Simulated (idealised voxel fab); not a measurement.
The following is a process module called voxel wiring stack.
Cross-section cut spans 280 nm and uses square cells 5 nm in size.
Format of a cross-section: grid, square cells. Given as bands. Order: top down. Band: one or more rows of cells. Look at the band entry: it leads with the top's height and the bottom's height in nm. Then it lists the materials left to right, with a width in nm for each. The word "all across" on a single material says that material fills the band edge to edge. The word "empty" is empty space. For the purposes of this specification, 0 denotes the height below which the wafer in its as-received condition is composed wholly of one material, and the lowermost band, lacking a lower limit, extends downward without end, as expressed in "0 and below". The expression "30 to 40" gives the width at the extremes of the band, the first number at its top row of cells and the second at its bottom row, with the width changing by equal amounts from each row to the next in between. The designation "nothing changed", where it is given for a processing step, indicates that no cell of the cross-section was altered in the course of that step. Entry "closed voids" = empty spaces >= 8 cells with no open way to the top; each as width x height at distance, distance from left edge, all nm. If you see something after the settings on a step's line, that's the simulator's own remark about that step. A step line may carry the setting "overlay nm", which, for steps involving a mask, states the distance by which the mask lay to the right of its intended position; negative values denote displacement to the left. In what follows, pairs of cross-sections are presented, each taken before and after one process step, with the after cross-section shown only down to the lowest band that was altered; the step, together with its settings, is stated below the pair. The pairs may stem from different runs of this module on the same starting wafer; accordingly, a pair should be taken as continuing from the one above it solely where its entry headed "Before-step section" indicates as much.
## Before-step section
	100 down to 90 = empty 45 nm; aC 35 nm; empty 15 nm; aC 35 nm; empty 15 nm; aC 35 nm; empty 15 nm; aC 35 nm; empty 50 nm
	90 down to 80 = aC 45 nm; Ru 35 nm; aC 15 nm; Ru 35 nm; aC 15 nm; Ru 35 nm; aC 15 nm; Ru 35 nm; aC 50 nm
	80 down to 65 = Ru all across
	65 down to 60 = Ru 45 nm; TiN 35 nm; Ru 15 nm; TiN 35 nm; Ru 15 nm; TiN 35 nm; Ru 15 nm; TiN 35 nm; Ru 50 nm
	60 down to 55 = Ru all across
	55 down to 50 = TiN 45 nm; Ru 35 nm; TiN 15 nm; Ru 35 nm; TiN 15 nm; Ru 35 nm; TiN 15 nm; Ru 35 nm; TiN 50 nm
	50 down to 40 = SiO2 55 nm; Ru 15 nm; SiO2 35 nm; Ru 15 nm; SiO2 35 nm; Ru 15 nm; SiO2 35 nm; Ru 15 nm; SiO2 60 nm
	40 down to 35 = SiCN 55 nm; Ru 15 nm; SiCN 35 nm; Ru 15 nm; SiCN 35 nm; Ru 15 nm; SiCN 35 nm; Ru 15 nm; SiCN 60 nm
	35 down to 15 = lowk 55 nm; TiN 5 nm; W 10 nm; TiN 5 nm; lowk 30 nm; TiN 5 nm; W 10 nm; TiN 5 nm; lowk 30 nm; TiN 5 nm; W 10 nm; TiN 5 nm; lowk 30 nm; TiN 5 nm; W 10 nm; TiN 5 nm; lowk 55 nm
	15 down to 10 = SiN 55 nm; TiN 20 nm; SiN 30 nm; TiN 20 nm; SiN 30 nm; TiN 20 nm; SiN 30 nm; TiN 20 nm; SiN 55 nm
	10 down to 0 = SiO2 all across
	0 and below = Si all across
	closed voids: none
## State After Step
	125 down to 100 = empty 55 nm; resist 20 nm; empty 30 nm; resist 20 nm; empty 30 nm; resist 20 nm; empty 30 nm; resist 20 nm; empty 55 nm
	below 100: unchanged
	closed voids: none
Which operation lies between the before and after views above? PATTERN [tone cover] [mask id METAL_2] [material resist] [width nm 20] [pitch nm 50] [thk nm 25] [overlay nm 0]
Before-step section: identical to the post-step cross-section of the immediately preceding pair.
## State After Step
	115 down to 100 = empty 55 nm; resist 20 nm; empty 30 nm; resist 20 nm; empty 30 nm; resist 20 nm; empty 30 nm; resist 20 nm; empty 55 nm
	100 down to 90 = empty 55 nm; aC 20 nm; empty 30 nm; aC 20 nm; empty 30 nm; aC 20 nm; empty 30 nm; aC 20 nm; empty 55 nm
	90 down to 80 = empty 45 nm; Ru 35 nm; empty 15 nm; Ru 35 nm; empty 15 nm; Ru 35 nm; empty 15 nm; Ru 35 nm; empty 50 nm
	below 80: unchanged
	closed voids: none
Which operation lies between the before and after views above? DIRECTIONAL_ETCH [etch materials aC] [depth nm 10]
Before-step section: identical to the post-step cross-section of the immediately preceding pair.
## State After Step
	100 down to 90 = empty 55 nm; aC 20 nm; empty 30 nm; aC 20 nm; empty 30 nm; aC 20 nm; empty 30 nm; aC 20 nm; empty 55 nm
	below 90: unchanged
	closed voids: none
Which operation lies between the before and after views above? STRIP [etch materials resist]
Before-step section: identical to the post-step cross-section of the immediately preceding pair.
## State After Step
	100 down to 90 = empty 55 nm; aC 20 nm; empty 30 nm; aC 20 nm; empty 30 nm; aC 20 nm; empty 30 nm; aC 20 nm; empty 55 nm
	90 down to 65 = empty 55 nm; Ru 20 nm; empty 30 nm; Ru 20 nm; empty 30 nm; Ru 20 nm; empty 30 nm; Ru 20 nm; empty 55 nm
	65 down to 60 = empty 45 nm; TiN 35 nm; empty 15 nm; TiN 35 nm; empty 15 nm; TiN 35 nm; empty 15 nm; TiN 35 nm; empty 50 nm
	60 down to 55 = empty 45 nm; Ru 35 nm; empty 15 nm; Ru 35 nm; empty 15 nm; Ru 35 nm; empty 15 nm; Ru 35 nm; empty 50 nm
	below 55: unchanged
	closed voids: none
Which operation lies between the before and after views above? DIRECTIONAL_ETCH [etch materials Ru] [depth nm 25]
Before-step section: identical to the post-step cross-section of the immediately preceding pair.
## State After Step
	100 down to 90 = empty 55 nm; aC 20 nm; empty 30 nm; aC 20 nm; empty 30 nm; aC 20 nm; empty 30 nm; aC 20 nm; empty 55 nm
	90 down to 65 = empty 55 nm; Ru 20 nm; empty 30 nm; Ru 20 nm; empty 30 nm; Ru 20 nm; empty 30 nm; Ru 20 nm; empty 55 nm
	65 down to 60 = empty 55 nm; TiN 20 nm; empty 30 nm; TiN 20 nm; empty 30 nm; TiN 20 nm; empty 30 nm; TiN 20 nm; empty 55 nm
	60 down to 50 = empty 45 nm; Ru 35 nm; empty 15 nm; Ru 35 nm; empty 15 nm; Ru 35 nm; empty 15 nm; Ru 35 nm; empty 50 nm
	below 50: unchanged
	closed voids: none
Which operation lies between the before and after views above? DIRECTIONAL_ETCH [etch materials TiN] [depth nm 5]
Before-step section: identical to the post-step cross-section of the immediately preceding pair.
## State After Step
	90 down to 65 = empty 55 nm; Ru 20 nm; empty 30 nm; Ru 20 nm; empty 30 nm; Ru 20 nm; empty 30 nm; Ru 20 nm; empty 55 nm
	below 65: unchanged
	closed voids: none
Which operation lies between the before and after views above? STRIP [etch materials aC]
Before-step section: identical to the post-step cross-section of the immediately preceding pair.
## State After Step
	100 down to 90 = lowk all across
	90 down to 65 = lowk 55 nm; Ru 20 nm; lowk 30 nm; Ru 20 nm; lowk 30 nm; Ru 20 nm; lowk 30 nm; Ru 20 nm; lowk 55 nm
	65 down to 60 = lowk 55 nm; TiN 20 nm; lowk 30 nm; TiN 20 nm; lowk 30 nm; TiN 20 nm; lowk 30 nm; TiN 20 nm; lowk 55 nm
	60 down to 50 = lowk 45 nm; Ru 35 nm; lowk 15 nm; Ru 35 nm; lowk 15 nm; Ru 35 nm; lowk 15 nm; Ru 35 nm; lowk 50 nm
	below 50: unchanged
	closed voids: none
Which operation lies between the before and after views above? FILL_DEP [material lowk] [thk nm 10]
Before-step section: identical to the post-step cross-section of the immediately preceding pair.
## State After Step
	80 down to 65 = lowk 55 nm; Ru 20 nm; lowk 30 nm; Ru 20 nm; lowk 30 nm; Ru 20 nm; lowk 30 nm; Ru 20 nm; lowk 55 nm
	below 65: unchanged
	closed voids: none
Which operation lies between the before and after views above? CMP [height nm 80]
Before-step section: identical to the post-step cross-section of the immediately preceding pair.
## State After Step
	85 down to 80 = SiN all across
	below 80: unchanged
	closed voids: none
Which operation lies between the before and after views above? CONFORMAL_DEP [material SiN] [thk nm 5]
## Before-step section
	10 down to 0 = SiO2 all across
	0 and below = Si all across
	closed voids: none
## State After Step
	30 down to 10 = lowk all across
	below 10: unchanged
	closed voids: none
Which operation lies between the before and after views above? DIRECTIONAL_DEP [material lowk] [thk nm 20]
Before-step section: identical to the post-step cross-section of the immediately preceding pair.
## State After Step
	35 down to 30 = SiN all across
	below 30: unchanged
	closed voids: none
Which operation lies between the before and after views above? CONFORMAL_DEP [material SiN] [thk nm 5]
Before-step section: identical to the post-step cross-section of the immediately preceding pair.
## State After Step
	35 down to 30 = SiN 55 nm; empty 20 nm; SiN 30 nm; empty 20 nm; SiN 30 nm; empty 20 nm; SiN 30 nm; empty 20 nm; SiN 55 nm
	below 30: unchanged
	closed voids: none
Which operation lies between the before and after views above? MASKED_ETCH [tone open] [mask id METAL_1] [width nm 20] [pitch nm 50] [etch materials SiN] [depth nm 5] [overlay nm 0]
Before-step section: identical to the post-step cross-section of the immediately preceding pair.
## State After Step
	40 down to 35 = TiN 60 nm; empty 10 nm; TiN 40 nm; empty 10 nm; TiN 40 nm; empty 10 nm; TiN 40 nm; empty 10 nm; TiN 60 nm
	35 down to 30 = SiN 55 nm; TiN 20 nm; SiN 30 nm; TiN 20 nm; SiN 30 nm; TiN 20 nm; SiN 30 nm; TiN 20 nm; SiN 55 nm
	below 30: unchanged
	closed voids: none
Which operation lies between the before and after views above? CONFORMAL_DEP [material TiN] [thk nm 5]
Before-step section: identical to the post-step cross-section of the immediately preceding pair.
## State After Step
	50 down to 40 = W all across
	40 down to 35 = TiN 60 nm; W 10 nm; TiN 40 nm; W 10 nm; TiN 40 nm; W 10 nm; TiN 40 nm; W 10 nm; TiN 60 nm
	below 35: unchanged
	closed voids: none
Which operation lies between the before and after views above? FILL_DEP [material W] [thk nm 10]
Before-step section: identical to the post-step cross-section of the immediately preceding pair.
## State After Step
	35 down to 30 = SiN 55 nm; TiN 20 nm; SiN 30 nm; TiN 20 nm; SiN 30 nm; TiN 20 nm; SiN 30 nm; TiN 20 nm; SiN 55 nm
	below 30: unchanged
	closed voids: none
Which operation lies between the before and after views above? CMP [height nm 35]
Before-step section: identical to the post-step cross-section of the immediately preceding pair.
## State After Step
	40 down to 35 = SiCN all across
	below 35: unchanged
	closed voids: none
Which operation lies between the before and after views above? CONFORMAL_DEP [material SiCN] [thk nm 5]
Before-step section: identical to the post-step cross-section of the immediately preceding pair.
## State After Step
	50 down to 40 = SiO2 all across
	below 40: unchanged
	closed voids: none
Which operation lies between the before and after views above? DIRECTIONAL_DEP [material SiO2] [thk nm 10]
Before-step section: identical to the post-step cross-section of the immediately preceding pair.
## State After Step
	65 down to 50 = aC all across
	below 50: unchanged
	closed voids: none
Which operation lies between the before and after views above? DIRECTIONAL_DEP [material aC] [thk nm 15]
Before-step section: identical to the post-step cross-section of the immediately preceding pair.
## State After Step
	100 down to 65 = resist 55 nm; empty 15 nm; resist 35 nm; empty 15 nm; resist 35 nm; empty 15 nm; resist 35 nm; empty 15 nm; resist 60 nm
	below 65: unchanged
	closed voids: none
Which operation lies between the before and after views above? PATTERN [tone open] [mask id PLUG_1] [material resist] [width nm 15] [pitch nm 50] [thk nm 35] [overlay nm 0]
Before-step section: identical to the post-step cross-section of the immediately preceding pair.
## State After Step
	85 down to 65 = resist 55 nm; empty 15 nm; resist 35 nm; empty 15 nm; resist 35 nm; empty 15 nm; resist 35 nm; empty 15 nm; resist 60 nm
	65 down to 50 = aC 55 nm; empty 15 nm; aC 35 nm; empty 15 nm; aC 35 nm; empty 15 nm; aC 35 nm; empty 15 nm; aC 60 nm
	below 50: unchanged
	closed voids: none
Which operation lies between the before and after views above? DIRECTIONAL_ETCH [etch materials aC] [depth nm 15]
Before-step section: identical to the post-step cross-section of the immediately preceding pair.
## State After Step
	65 down to 50 = aC 55 nm; empty 15 nm; aC 35 nm; empty 15 nm; aC 35 nm; empty 15 nm; aC 35 nm; empty 15 nm; aC 60 nm
	below 50: unchanged
	closed voids: none
Which operation lies between the before and after views above? STRIP [etch materials resist]
Before-step section: identical to the post-step cross-section of the immediately preceding pair.
## State After Step
	65 down to 50 = aC 55 nm; empty 15 nm; aC 35 nm; empty 15 nm; aC 35 nm; empty 15 nm; aC 35 nm; empty 15 nm; aC 60 nm
	50 down to 40 = SiO2 55 nm; empty 15 nm; SiO2 35 nm; empty 15 nm; SiO2 35 nm; empty 15 nm; SiO2 35 nm; empty 15 nm; SiO2 60 nm
	below 40: unchanged
	closed voids: none
Which operation lies between the before and after views above? DIRECTIONAL_ETCH [etch materials SiO2] [depth nm 10]
Before-step section: identical to the post-step cross-section of the immediately preceding pair.
## State After Step
	65 down to 50 = aC 55 nm; empty 15 nm; aC 35 nm; empty 15 nm; aC 35 nm; empty 15 nm; aC 35 nm; empty 15 nm; aC 60 nm
	50 down to 40 = SiO2 55 nm; empty 15 nm; SiO2 35 nm; empty 15 nm; SiO2 35 nm; empty 15 nm; SiO2 35 nm; empty 15 nm; SiO2 60 nm
	40 down to 35 = SiCN 55 nm; empty 15 nm; SiCN 35 nm; empty 15 nm; SiCN 35 nm; empty 15 nm; SiCN 35 nm; empty 15 nm; SiCN 60 nm
	below 35: unchanged
	closed voids: none
Which operation lies between the before and after views above? DIRECTIONAL_ETCH [etch materials SiCN] [depth nm 5]
Before-step section: identical to the post-step cross-section of the immediately preceding pair.
## State After Step
	50 down to 40 = SiO2 55 nm; empty 15 nm; SiO2 35 nm; empty 15 nm; SiO2 35 nm; empty 15 nm; SiO2 35 nm; empty 15 nm; SiO2 60 nm
	below 40: unchanged
	closed voids: none
Which operation lies between the before and after views above? STRIP [etch materials aC]
Before-step section: identical to the post-step cross-section of the immediately preceding pair.
## State After Step
	50 down to 45 = SiO2 55 nm; empty 15 nm; SiO2 35 nm; empty 15 nm; SiO2 35 nm; empty 15 nm; SiO2 35 nm; empty 15 nm; SiO2 60 nm
	45 down to 40 = SiO2 55 nm; Ru 15 nm; SiO2 35 nm; Ru 15 nm; SiO2 35 nm; Ru 15 nm; SiO2 35 nm; Ru 15 nm; SiO2 60 nm
	40 down to 35 = SiCN 55 nm; Ru 15 nm; SiCN 35 nm; Ru 15 nm; SiCN 35 nm; Ru 15 nm; SiCN 35 nm; Ru 15 nm; SiCN 60 nm
	below 35: unchanged
	closed voids: none
Which operation lies between the before and after views above? EPI [material Ru] [thk nm 10]
Before-step section: identical to the post-step cross-section of the immediately preceding pair.
## State After Step
	50 down to 40 = SiO2 55 nm; Ru 15 nm; SiO2 35 nm; Ru 15 nm; SiO2 35 nm; Ru 15 nm; SiO2 35 nm; Ru 15 nm; SiO2 60 nm
	below 40: unchanged
	closed voids: none
Which operation lies between the before and after views above? EPI [material Ru] [thk nm 5]
Before-step section: identical to the post-step cross-section of the immediately preceding pair.
## State After Step
	55 down to 50 = TiN all across
	below 50: unchanged
	closed voids: none
Which operation lies between the before and after views above? DIRECTIONAL_DEP [material TiN] [thk nm 5]
Before-step section: identical to the post-step cross-section of the immediately preceding pair.
## State After Step
	80 down to 55 = Ru all across
	below 55: unchanged
	closed voids: none
Which operation lies between the before and after views above? DIRECTIONAL_DEP [material Ru] [thk nm 25]
Before-step section: identical to the post-step cross-section of the immediately preceding pair.
## State After Step
	90 down to 80 = aC all across
	below 80: unchanged
	closed voids: none
Which operation lies between the before and after views above? DIRECTIONAL_DEP [material aC] [thk nm 10]
Before-step section: identical to the post-step cross-section of the immediately preceding pair.
## State After Step
	115 down to 90 = empty 55 nm; resist 20 nm; empty 30 nm; resist 20 nm; empty 30 nm; resist 20 nm; empty 30 nm; resist 20 nm; empty 55 nm
	below 90: unchanged
	closed voids: none
Which operation lies between the before and after views above? PATTERN [tone cover] [mask id METAL_2] [material resist] [width nm 20] [pitch nm 50] [thk nm 25] [overlay nm 0]
Before-step section: identical to the post-step cross-section of the immediately preceding pair.
## State After Step
	105 down to 90 = empty 55 nm; resist 20 nm; empty 30 nm; resist 20 nm; empty 30 nm; resist 20 nm; empty 30 nm; resist 20 nm; empty 55 nm
	90 down to 80 = empty 55 nm; aC 20 nm; empty 30 nm; aC 20 nm; empty 30 nm; aC 20 nm; empty 30 nm; aC 20 nm; empty 55 nm
	below 80: unchanged
	closed voids: none
Which operation lies between the before and after views above? DIRECTIONAL_ETCH [etch materials aC] [depth nm 10]
Before-step section: identical to the post-step cross-section of the immediately preceding pair.
## State After Step
	90 down to 80 = empty 55 nm; aC 20 nm; empty 30 nm; aC 20 nm; empty 30 nm; aC 20 nm; empty 30 nm; aC 20 nm; empty 55 nm
	below 80: unchanged
	closed voids: none
Which operation lies between the before and after views above? STRIP [etch materials resist]
Before-step section: identical to the post-step cross-section of the immediately preceding pair.
## State After Step
	90 down to 80 = empty 55 nm; aC 20 nm; empty 30 nm; aC 20 nm; empty 30 nm; aC 20 nm; empty 30 nm; aC 20 nm; empty 55 nm
	80 down to 55 = empty 55 nm; Ru 20 nm; empty 30 nm; Ru 20 nm; empty 30 nm; Ru 20 nm; empty 30 nm; Ru 20 nm; empty 55 nm
	below 55: unchanged
	closed voids: none
Which operation lies between the before and after views above? DIRECTIONAL_ETCH [etch materials Ru] [depth nm 25]
Before-step section: identical to the post-step cross-section of the immediately preceding pair.
## State After Step
	90 down to 80 = empty 55 nm; aC 20 nm; empty 30 nm; aC 20 nm; empty 30 nm; aC 20 nm; empty 30 nm; aC 20 nm; empty 55 nm
	80 down to 55 = empty 55 nm; Ru 20 nm; empty 30 nm; Ru 20 nm; empty 30 nm; Ru 20 nm; empty 30 nm; Ru 20 nm; empty 55 nm
	55 down to 50 = empty 55 nm; TiN 20 nm; empty 30 nm; TiN 20 nm; empty 30 nm; TiN 20 nm; empty 30 nm; TiN 20 nm; empty 55 nm
	below 50: unchanged
	closed voids: none
Which operation lies between the before and after views above? DIRECTIONAL_ETCH [etch materials TiN] [depth nm 5]
Before-step section: identical to the post-step cross-section of the immediately preceding pair.
## State After Step
	80 down to 55 = empty 55 nm; Ru 20 nm; empty 30 nm; Ru 20 nm; empty 30 nm; Ru 20 nm; empty 30 nm; Ru 20 nm; empty 55 nm
	below 55: unchanged
	closed voids: none
Which operation lies between the before and after views above? STRIP [etch materials aC]
Before-step section: identical to the post-step cross-section of the immediately preceding pair.
## State After Step
	90 down to 80 = lowk all across
	80 down to 55 = lowk 55 nm; Ru 20 nm; lowk 30 nm; Ru 20 nm; lowk 30 nm; Ru 20 nm; lowk 30 nm; Ru 20 nm; lowk 55 nm
	55 down to 50 = lowk 55 nm; TiN 20 nm; lowk 30 nm; TiN 20 nm; lowk 30 nm; TiN 20 nm; lowk 30 nm; TiN 20 nm; lowk 55 nm
	below 50: unchanged
	closed voids: none
Which operation lies between the before and after views above? FILL_DEP [material lowk] [thk nm 10]
Before-step section: identical to the post-step cross-section of the immediately preceding pair.
## State After Step
	80 down to 55 = lowk 55 nm; Ru 20 nm; lowk 30 nm; Ru 20 nm; lowk 30 nm; Ru 20 nm; lowk 30 nm; Ru 20 nm; lowk 55 nm
	below 55: unchanged
	closed voids: none
Which operation lies between the before and after views above? CMP [height nm 80]
Before-step section: identical to the post-step cross-section of the immediately preceding pair.
## State After Step
	85 down to 80 = SiN all across
	below 80: unchanged
	closed voids: none
Which operation lies between the before and after views above? CONFORMAL_DEP [material SiN] [thk nm 5]
## Before-step section
	40 down to 35 = SiCN all across
	35 down to 15 = lowk 55 nm; TiN 5 nm; W 10 nm; TiN 5 nm; lowk 30 nm; TiN 5 nm; W 10 nm; TiN 5 nm; lowk 30 nm; TiN 5 nm; W 10 nm; TiN 5 nm; lowk 30 nm; TiN 5 nm; W 10 nm; TiN 5 nm; lowk 55 nm
	15 down to 10 = SiN 55 nm; TiN 20 nm; SiN 30 nm; TiN 20 nm; SiN 30 nm; TiN 20 nm; SiN 30 nm; TiN 20 nm; SiN 55 nm
	10 down to 0 = SiO2 all across
	0 and below = Si all across
	closed voids: none
## State After Step
	45 down to 40 = SiO2 all across
	below 40: unchanged
	closed voids: none
Which operation lies between the before and after views above? DIRECTIONAL_DEP [material SiO2] [thk nm 5]
Before-step section: identical to the post-step cross-section of the immediately preceding pair.
## State After Step
	60 down to 45 = aC all across
	below 45: unchanged
	closed voids: none
Which operation lies between the before and after views above? DIRECTIONAL_DEP [material aC] [thk nm 15]
Before-step section: identical to the post-step cross-section of the immediately preceding pair.
## State After Step
	95 down to 60 = resist 55 nm; empty 15 nm; resist 35 nm; empty 15 nm; resist 35 nm; empty 15 nm; resist 35 nm; empty 15 nm; resist 60 nm
	below 60: unchanged
	closed voids: none
Which operation lies between the before and after views above? PATTERN [tone open] [mask id PLUG_1] [material resist] [width nm 15] [pitch nm 50] [thk nm 35] [overlay nm 0]
Before-step section: identical to the post-step cross-section of the immediately preceding pair.
## State After Step
	80 down to 60 = resist 55 nm; empty 15 nm; resist 35 nm; empty 15 nm; resist 35 nm; empty 15 nm; resist 35 nm; empty 15 nm; resist 60 nm
	60 down to 45 = aC 55 nm; empty 15 nm; aC 35 nm; empty 15 nm; aC 35 nm; empty 15 nm; aC 35 nm; empty 15 nm; aC 60 nm
	below 45: unchanged
	closed voids: none
Which operation lies between the before and after views above? DIRECTIONAL_ETCH [etch materials aC] [depth nm 15]
Before-step section: identical to the post-step cross-section of the immediately preceding pair.
## State After Step
	60 down to 45 = aC 55 nm; empty 15 nm; aC 35 nm; empty 15 nm; aC 35 nm; empty 15 nm; aC 35 nm; empty 15 nm; aC 60 nm
	below 45: unchanged
	closed voids: none
Which operation lies between the before and after views above? STRIP [etch materials resist]
Before-step section: identical to the post-step cross-section of the immediately preceding pair.
## State After Step
	60 down to 45 = aC 55 nm; empty 15 nm; aC 35 nm; empty 15 nm; aC 35 nm; empty 15 nm; aC 35 nm; empty 15 nm; aC 60 nm
	45 down to 40 = SiO2 55 nm; empty 15 nm; SiO2 35 nm; empty 15 nm; SiO2 35 nm; empty 15 nm; SiO2 35 nm; empty 15 nm; SiO2 60 nm
	below 40: unchanged
	closed voids: none
Which operation lies between the before and after views above? DIRECTIONAL_ETCH [etch materials SiO2] [depth nm 10]
Before-step section: identical to the post-step cross-section of the immediately preceding pair.
## State After Step
	60 down to 45 = aC 55 nm; empty 15 nm; aC 35 nm; empty 15 nm; aC 35 nm; empty 15 nm; aC 35 nm; empty 15 nm; aC 60 nm
	45 down to 40 = SiO2 55 nm; empty 15 nm; SiO2 35 nm; empty 15 nm; SiO2 35 nm; empty 15 nm; SiO2 35 nm; empty 15 nm; SiO2 60 nm
	40 down to 35 = SiCN 55 nm; empty 15 nm; SiCN 35 nm; empty 15 nm; SiCN 35 nm; empty 15 nm; SiCN 35 nm; empty 15 nm; SiCN 60 nm
	below 35: unchanged
	closed voids: none
Which operation lies between the before and after views above? DIRECTIONAL_ETCH [etch materials SiCN] [depth nm 5]
Before-step section: identical to the post-step cross-section of the immediately preceding pair.
## State After Step
	45 down to 40 = SiO2 55 nm; empty 15 nm; SiO2 35 nm; empty 15 nm; SiO2 35 nm; empty 15 nm; SiO2 35 nm; empty 15 nm; SiO2 60 nm
	below 40: unchanged
	closed voids: none
Which operation lies between the before and after views above? STRIP [etch materials aC]
Before-step section: identical to the post-step cross-section of the immediately preceding pair.
## State After Step
	45 down to 40 = SiO2 55 nm; Ru 15 nm; SiO2 35 nm; Ru 15 nm; SiO2 35 nm; Ru 15 nm; SiO2 35 nm; Ru 15 nm; SiO2 60 nm
	40 down to 35 = SiCN 55 nm; Ru 15 nm; SiCN 35 nm; Ru 15 nm; SiCN 35 nm; Ru 15 nm; SiCN 35 nm; Ru 15 nm; SiCN 60 nm
	below 35: unchanged
	closed voids: none
Which operation lies between the before and after views above? EPI [material Ru] [thk nm 10]
Before-step section: identical to the post-step cross-section of the immediately preceding pair.
## State After Step
	50 down to 45 = empty 50 nm; Ru 25 nm; empty 25 nm; Ru 25 nm; empty 25 nm; Ru 25 nm; empty 25 nm; Ru 25 nm; empty 55 nm
	below 45: unchanged
	closed voids: none
Which operation lies between the before and after views above? EPI [material Ru] [thk nm 5]
Before-step section: identical to the post-step cross-section of the immediately preceding pair.
## State After Step
	55 down to 50 = empty 50 nm; TiN 25 nm; empty 25 nm; TiN 25 nm; empty 25 nm; TiN 25 nm; empty 25 nm; TiN 25 nm; empty 55 nm
	50 down to 45 = TiN 50 nm; Ru 25 nm; TiN 25 nm; Ru 25 nm; TiN 25 nm; Ru 25 nm; TiN 25 nm; Ru 25 nm; TiN 55 nm
	below 45: unchanged
	closed voids: none
Which operation lies between the before and after views above? DIRECTIONAL_DEP [material TiN] [thk nm 5]
Before-step section: identical to the post-step cross-section of the immediately preceding pair.
## State After Step
	80 down to 75 = empty 50 nm; Ru 25 nm; empty 25 nm; Ru 25 nm; empty 25 nm; Ru 25 nm; empty 25 nm; Ru 25 nm; empty 55 nm
	75 down to 55 = Ru all across
	55 down to 50 = Ru 50 nm; TiN 25 nm; Ru 25 nm; TiN 25 nm; Ru 25 nm; TiN 25 nm; Ru 25 nm; TiN 25 nm; Ru 55 nm
	below 50: unchanged
	closed voids: none
Which operation lies between the before and after views above? DIRECTIONAL_DEP [material Ru] [thk nm 25]
Before-step section: identical to the post-step cross-section of the immediately preceding pair.
## State After Step
	90 down to 85 = empty 50 nm; aC 25 nm; empty 25 nm; aC 25 nm; empty 25 nm; aC 25 nm; empty 25 nm; aC 25 nm; empty 55 nm
	85 down to 80 = aC all across
	80 down to 75 = aC 50 nm; Ru 25 nm; aC 25 nm; Ru 25 nm; aC 25 nm; Ru 25 nm; aC 25 nm; Ru 25 nm; aC 55 nm
	below 75: unchanged
	closed voids: none
Which operation lies between the before and after views above? DIRECTIONAL_DEP [material aC] [thk nm 10]
Before-step section: identical to the post-step cross-section of the immediately preceding pair.
## State After Step
	115 down to 90 = empty 55 nm; resist 20 nm; empty 30 nm; resist 20 nm; empty 30 nm; resist 20 nm; empty 30 nm; resist 20 nm; empty 55 nm
	below 90: unchanged
	closed voids: none
Which operation lies between the before and after views above? PATTERN [tone cover] [mask id METAL_2] [material resist] [width nm 20] [pitch nm 50] [thk nm 25] [overlay nm 0]
Before-step section: identical to the post-step cross-section of the immediately preceding pair.
## State After Step
	105 down to 90 = empty 55 nm; resist 20 nm; empty 30 nm; resist 20 nm; empty 30 nm; resist 20 nm; empty 30 nm; resist 20 nm; empty 55 nm
	90 down to 80 = empty 55 nm; aC 20 nm; empty 30 nm; aC 20 nm; empty 30 nm; aC 20 nm; empty 30 nm; aC 20 nm; empty 55 nm
	80 down to 75 = empty 50 nm; Ru 25 nm; empty 25 nm; Ru 25 nm; empty 25 nm; Ru 25 nm; empty 25 nm; Ru 25 nm; empty 55 nm
	below 75: unchanged
	closed voids: none
Which operation lies between the before and after views above? DIRECTIONAL_ETCH [etch materials aC] [depth nm 10]
Before-step section: identical to the post-step cross-section of the immediately preceding pair.
## State After Step
	90 down to 80 = empty 55 nm; aC 20 nm; empty 30 nm; aC 20 nm; empty 30 nm; aC 20 nm; empty 30 nm; aC 20 nm; empty 55 nm
	below 80: unchanged
	closed voids: none
Which operation lies between the before and after views above? STRIP [etch materials resist]
Before-step section: identical to the post-step cross-section of the immediately preceding pair.
## State After Step
	90 down to 80 = empty 55 nm; aC 20 nm; empty 30 nm; aC 20 nm; empty 30 nm; aC 20 nm; empty 30 nm; aC 20 nm; empty 55 nm
	80 down to 55 = empty 55 nm; Ru 20 nm; empty 30 nm; Ru 20 nm; empty 30 nm; Ru 20 nm; empty 30 nm; Ru 20 nm; empty 55 nm
	55 down to 50 = empty 50 nm; TiN 25 nm; empty 25 nm; TiN 25 nm; empty 25 nm; TiN 25 nm; empty 25 nm; TiN 25 nm; empty 55 nm
	below 50: unchanged
	closed voids: none
Which operation lies between the before and after views above? DIRECTIONAL_ETCH [etch materials Ru] [depth nm 25]
Before-step section: identical to the post-step cross-section of the immediately preceding pair.
## State After Step
	90 down to 80 = empty 55 nm; aC 20 nm; empty 30 nm; aC 20 nm; empty 30 nm; aC 20 nm; empty 30 nm; aC 20 nm; empty 55 nm
	80 down to 55 = empty 55 nm; Ru 20 nm; empty 30 nm; Ru 20 nm; empty 30 nm; Ru 20 nm; empty 30 nm; Ru 20 nm; empty 55 nm
	55 down to 50 = empty 55 nm; TiN 20 nm; empty 30 nm; TiN 20 nm; empty 30 nm; TiN 20 nm; empty 30 nm; TiN 20 nm; empty 55 nm
	50 down to 45 = empty 50 nm; Ru 25 nm; empty 25 nm; Ru 25 nm; empty 25 nm; Ru 25 nm; empty 25 nm; Ru 25 nm; empty 55 nm
	below 45: unchanged
	closed voids: none
Which operation lies between the before and after views above? DIRECTIONAL_ETCH [etch materials TiN] [depth nm 5]
Before-step section: identical to the post-step cross-section of the immediately preceding pair.
## State After Step
	80 down to 55 = empty 55 nm; Ru 20 nm; empty 30 nm; Ru 20 nm; empty 30 nm; Ru 20 nm; empty 30 nm; Ru 20 nm; empty 55 nm
	below 55: unchanged
	closed voids: none
Which operation lies between the before and after views above? STRIP [etch materials aC]
Before-step section: identical to the post-step cross-section of the immediately preceding pair.
## State After Step
	90 down to 80 = lowk all across
	80 down to 55 = lowk 55 nm; Ru 20 nm; lowk 30 nm; Ru 20 nm; lowk 30 nm; Ru 20 nm; lowk 30 nm; Ru 20 nm; lowk 55 nm
	55 down to 50 = lowk 55 nm; TiN 20 nm; lowk 30 nm; TiN 20 nm; lowk 30 nm; TiN 20 nm; lowk 30 nm; TiN 20 nm; lowk 55 nm
	50 down to 45 = lowk 50 nm; Ru 25 nm; lowk 25 nm; Ru 25 nm; lowk 25 nm; Ru 25 nm; lowk 25 nm; Ru 25 nm; lowk 55 nm
	below 45: unchanged
	closed voids: none
Which operation lies between the before and after views above? FILL_DEP [material lowk] [thk nm 10]
Before-step section: identical to the post-step cross-section of the immediately preceding pair.
## State After Step
	80 down to 55 = lowk 55 nm; Ru 20 nm; lowk 30 nm; Ru 20 nm; lowk 30 nm; Ru 20 nm; lowk 30 nm; Ru 20 nm; lowk 55 nm
	below 55: unchanged
	closed voids: none
Which operation lies between the before and after views above? CMP [height nm 80]
Before-step section: identical to the post-step cross-section of the immediately preceding pair.
## State After Step
	85 down to 80 = SiN all across
	below 80: unchanged
	closed voids: none
Which operation lies between the before and after views above? CONFORMAL_DEP [material SiN] [thk nm 5]
